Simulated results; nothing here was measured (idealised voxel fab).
Process module name: voxel plated lines
Cross-sectional view cut (width: 175 nm; square cell size: 5 nm).
Just so we're on the same page, the cross-sections are grids of square cells, and they're listed out in bands top to bottom, each band one or more rows deep.
This entry defines a band. It first specifies the height of the band's top and the height of its bottom in nm, and then specifies the band's materials from left to right, stating each material with its width in nm. The word "throughout" identifies a single material that fills the band from edge to edge, while the word "blank" identifies empty space.
Convention: height 0 is the level below which the wafer, as received, is all one material. The lowest band does not terminate at the bottom but continues downward, represented as "0 nm and below".
The two numbers in a width such as "30->40" mark its ends across the band: the first belongs to the top row of cells, the second to the bottom row, and from each row to the next the width moves by the same amount.
Basically "nothing different" means that step didn't change any cell in the cross-section.
"Non-vented voids" - sealed voids, min. 8 cells, no opening to top; format: width x height at distance (distance from left edge; nm throughout).
The remark found on a step's line after its settings is issued by the simulator itself and pertains to that step.
What "overlay nm" on a step's line means: if the step has a mask, that mask lay this far to the right of its planned place, or, when the value is negative, to the left.

**Planned step list for the process**
1 RECEIVE [material Si]
2 CONFORMAL_DEP [material SiO2] [thk nm 5]
3 DIRECTIONAL_DEP [material TiN] [thk nm 5]
4 PATTERN [tone open] [mask id LINES] [material resist] [width nm 20] [pitch nm 40] [thk nm 40] [overlay nm 0]
5 EPI [material Ru] [thk nm 5]
6 EPI [material Ru] [thk nm 5]
7 EPI [material Ru] [thk nm 10]
8 STRIP [etch materials resist]
9 DIRECTIONAL_ETCH [etch materials TiN] [depth nm 5]
10 CONFORMAL_DEP [material SiN] [thk nm 10]

**First of two wafers, with the run carried out as planned**

**Received-state cross-section, reflecting completion of step 1**
  0 nm and below: Si throughout
  Non-vented voids: none

**Presented here is a cross-section of the wafer after step 2 has been performed**
  5 nm to 0 nm: SiO2 throughout
  Below 0, the layers are the same as they were.

**Presented here is a cross-section of the wafer after step 3 has been performed**
  10 nm to 5 nm: TiN throughout
  Below 5, the layers are the same as they were.

**Presented here is a cross-section of the wafer after step 4 has been performed**
  50 nm to 10 nm: resist 35 nm, then blank 20 nm, then resist 20 nm, then blank 20 nm, then resist 20 nm, then blank 20 nm, then resist 40 nm
  Below 10, the layers are the same as they were.

**Presented here is a cross-section of the wafer after step 5 has been performed**
  50 nm to 15 nm: resist 35 nm, then blank 20 nm, then resist 20 nm, then blank 20 nm, then resist 20 nm, then blank 20 nm, then resist 40 nm
  15 nm to 10 nm: resist 35 nm, then Ru 20 nm, then resist 20 nm, then Ru 20 nm, then resist 20 nm, then Ru 20 nm, then resist 40 nm
  Below 10, the layers are the same as they were.

**Presented here is a cross-section of the wafer after step 6 has been performed**
  50 nm to 20 nm: resist 35 nm, then blank 20 nm, then resist 20 nm, then blank 20 nm, then resist 20 nm, then blank 20 nm, then resist 40 nm
  20 nm to 10 nm: resist 35 nm, then Ru 20 nm, then resist 20 nm, then Ru 20 nm, then resist 20 nm, then Ru 20 nm, then resist 40 nm
  Below 10, the layers are the same as they were.

**Presented here is a cross-section of the wafer after step 7 has been performed**
  50 nm to 30 nm: resist 35 nm, then blank 20 nm, then resist 20 nm, then blank 20 nm, then resist 20 nm, then blank 20 nm, then resist 40 nm
  30 nm to 10 nm: resist 35 nm, then Ru 20 nm, then resist 20 nm, then Ru 20 nm, then resist 20 nm, then Ru 20 nm, then resist 40 nm
  Below 10, the layers are the same as they were.

**Presented here is a cross-section of the wafer after step 8 has been performed**
  30 nm to 10 nm: blank 35 nm, then Ru 20 nm, then blank 20 nm, then Ru 20 nm, then blank 20 nm, then Ru 20 nm, then blank 40 nm
  Below 10, the layers are the same as they were.

**Presented here is a cross-section of the wafer after step 9 has been performed**
  30 nm to 10 nm: blank 35 nm, then Ru 20 nm, then blank 20 nm, then Ru 20 nm, then blank 20 nm, then Ru 20 nm, then blank 40 nm
  10 nm to 5 nm: blank 35 nm, then TiN 20 nm, then blank 20 nm, then TiN 20 nm, then blank 20 nm, then TiN 20 nm, then blank 40 nm
  Below 5, the layers are the same as they were.

**Presented here is a cross-section of the wafer after step 10 has been performed**
  40 nm to 30 nm: blank 25 nm, then SiN 120 nm, then blank 30 nm
  30 nm to 15 nm: blank 25 nm, then SiN 10 nm, then Ru 20 nm, then SiN 20 nm, then Ru 20 nm, then SiN 20 nm, then Ru 20 nm, then SiN 10 nm, then blank 30 nm
  15 nm to 10 nm: SiN 35 nm, then Ru 20 nm, then SiN 20 nm, then Ru 20 nm, then SiN 20 nm, then Ru 20 nm, then SiN 40 nm
  10 nm to 5 nm: SiN 35 nm, then TiN 20 nm, then SiN 20 nm, then TiN 20 nm, then SiN 20 nm, then TiN 20 nm, then SiN 40 nm
  Below 5, the layers are the same as they were.

**The remaining wafer, second of the two, started like the first and was run to the same plan, except that one mistake was made along the way; the two coincide through step 3, inclusive**

**Cross-section: second wafer, time at which step 4 was scheduled to end**
  50 nm to 10 nm: resist 35 nm, then blank 25 nm, then resist 15 nm, then blank 25 nm, then resist 15 nm, then blank 25 nm, then resist 35 nm
  Below 10, the layers are the same as they were.

**Cross-section: second wafer, time at which step 5 was scheduled to end**
  50 nm to 15 nm: resist 35 nm, then blank 25 nm, then resist 15 nm, then blank 25 nm, then resist 15 nm, then blank 25 nm, then resist 35 nm
  15 nm to 10 nm: resist 35 nm, then Ru 25 nm, then resist 15 nm, then Ru 25 nm, then resist 15 nm, then Ru 25 nm, then resist 35 nm
  Below 10, the layers are the same as they were.

**Cross-section: second wafer, time at which step 6 was scheduled to end**
  50 nm to 20 nm: resist 35 nm, then blank 25 nm, then resist 15 nm, then blank 25 nm, then resist 15 nm, then blank 25 nm, then resist 35 nm
  20 nm to 10 nm: resist 35 nm, then Ru 25 nm, then resist 15 nm, then Ru 25 nm, then resist 15 nm, then Ru 25 nm, then resist 35 nm
  Below 10, the layers are the same as they were.

**Cross-section: second wafer, time at which step 7 was scheduled to end**
  50 nm to 30 nm: resist 35 nm, then blank 25 nm, then resist 15 nm, then blank 25 nm, then resist 15 nm, then blank 25 nm, then resist 35 nm
  30 nm to 10 nm: resist 35 nm, then Ru 25 nm, then resist 15 nm, then Ru 25 nm, then resist 15 nm, then Ru 25 nm, then resist 35 nm
  Below 10, the layers are the same as they were.

**Cross-section: second wafer, time at which step 8 was scheduled to end**
  30 nm to 10 nm: blank 35 nm, then Ru 25 nm, then blank 15 nm, then Ru 25 nm, then blank 15 nm, then Ru 25 nm, then blank 35 nm
  Below 10, the layers are the same as they were.

**Cross-section: second wafer, time at which step 9 was scheduled to end**
  30 nm to 10 nm: blank 35 nm, then Ru 25 nm, then blank 15 nm, then Ru 25 nm, then blank 15 nm, then Ru 25 nm, then blank 35 nm
  10 nm to 5 nm: blank 35 nm, then TiN 25 nm, then blank 15 nm, then TiN 25 nm, then blank 15 nm, then TiN 25 nm, then blank 35 nm
  Below 5, the layers are the same as they were.

**Cross-section: second wafer, time at which step 10 was scheduled to end**
  40 nm to 30 nm: blank 25 nm, then SiN 125 nm, then blank 25 nm
  30 nm to 15 nm: blank 25 nm, then SiN 10 nm, then Ru 25 nm, then SiN 15 nm, then Ru 25 nm, then SiN 15 nm, then Ru 25 nm, then SiN 10 nm, then blank 25 nm
  15 nm to 10 nm: SiN 35 nm, then Ru 25 nm, then SiN 15 nm, then Ru 25 nm, then SiN 15 nm, then Ru 25 nm, then SiN 35 nm
  10 nm to 5 nm: SiN 35 nm, then TiN 25 nm, then SiN 15 nm, then TiN 25 nm, then SiN 15 nm, then TiN 25 nm, then SiN 35 nm
  Below 5, the layers are the same as they were.
Finding, execution versus plan: off-plan run, step 4, actual operation and settings PATTERN [tone open] [mask id LINES] [material resist] [width nm 25] [pitch nm 40] [thk nm 40] [overlay nm 0]
Final difference in cells, second wafer against first, listed per material as more or fewer: +12 Ru, -10 SiN, +3 TiN
